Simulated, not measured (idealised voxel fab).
Name of the process module below: voxel quadruple lines
Square cell edge 5 nm, section width 205 nm, ID cut.
For the purposes of this document, a cross-section shall be understood as a grid of square cells, specified as bands listed in top-to-bottom order, each band consisting of one or more rows of cells.
Per band: top height and bottom height in nm, followed by the left-to-right materials and their widths in nm; "throughout" marks a single material spanning edge to edge, "air" marks empty space.
A quick word on heights: they are counted from 0, and under that level the wafer as it came to us is one material throughout. The lowest band is different from the rest in having no bottom; it simply continues downward, written as in "0 and below".
A width such as "30->40" changes by the same amount from each row of cells to the next, from the band's top row to its bottom row.
It should be understood that the words "nothing got changed", when stated for a given step, signify that the cross-section underwent no change in any of its cells during that step.
So "Closed void table" is basically the list of trapped voids: any empty space of 8 cells or more that can't reach the top through an opening. They're written width x height at distance, the distance being from the left edge, and it's all nm.
Post-settings text on a step line: simulator's own remark regarding the step.
A step line may carry the setting "overlay nm", which, for steps involving a mask, states the distance by which the mask lay to the right of its intended position; negative values denote displacement to the left.
So here's the lineup of process steps we planned
step 1: RECEIVE: material Si
step 2: CONFORMAL_DEP: material SiO2, thk nm 5
step 3: DIRECTIONAL_DEP: material Ru, thk nm 15
step 4: DIRECTIONAL_DEP: material polySi, thk nm 15
step 5: DIRECTIONAL_DEP: material aC, thk nm 20
step 6: PATTERN: tone cover, mask id MANDREL, material resist, width nm 15, thk nm 25, overlay nm 0
step 7: DIRECTIONAL_ETCH: etch materials aC, depth nm 20
step 8: STRIP: etch materials resist
step 9: CONFORMAL_DEP: material SiO2, thk nm 15
step 10: DIRECTIONAL_ETCH: etch materials SiO2, depth nm 15
step 11: STRIP: etch materials aC
step 12: DIRECTIONAL_ETCH: etch materials polySi, depth nm 15
step 13: STRIP: etch materials SiO2
step 14: CONFORMAL_DEP: material SiCN, thk nm 5
step 15: DIRECTIONAL_ETCH: etch materials SiCN, depth nm 5
step 16: STRIP: etch materials polySi
step 17: DIRECTIONAL_ETCH: etch materials Ru, depth nm 15
step 18: STRIP: etch materials SiCN
step 19: FILL_DEP: material lowk, thk nm 5
step 20: CMP: height nm 20
Across this set of wafers, the varied parameter is the width nm of step 6. Starting conditions are identical for every wafer, and the plan reports the value assigned to the first wafer.
The first of several wafers, as received after step 1, seen in section
    0 and below  Si throughout
    Closed void table: none
Per wafer, end of module: cells gained (+) or lost (-) per material since receipt, then closed voids
width nm 15 | +12 Ru | +41 SiO2 | +111 lowk | Closed void table: none
width nm 20 | +12 Ru | +41 SiO2 | +111 lowk | Closed void table: none
width nm 25 | +12 Ru | +41 SiO2 | +111 lowk | Closed void table: none
width nm 30 | +12 Ru | +41 SiO2 | +111 lowk | Closed void table: none
width nm 35 | +12 Ru | +41 SiO2 | +111 lowk | Closed void table: none
width nm 40 | +12 Ru | +41 SiO2 | +111 lowk | Closed void table: none
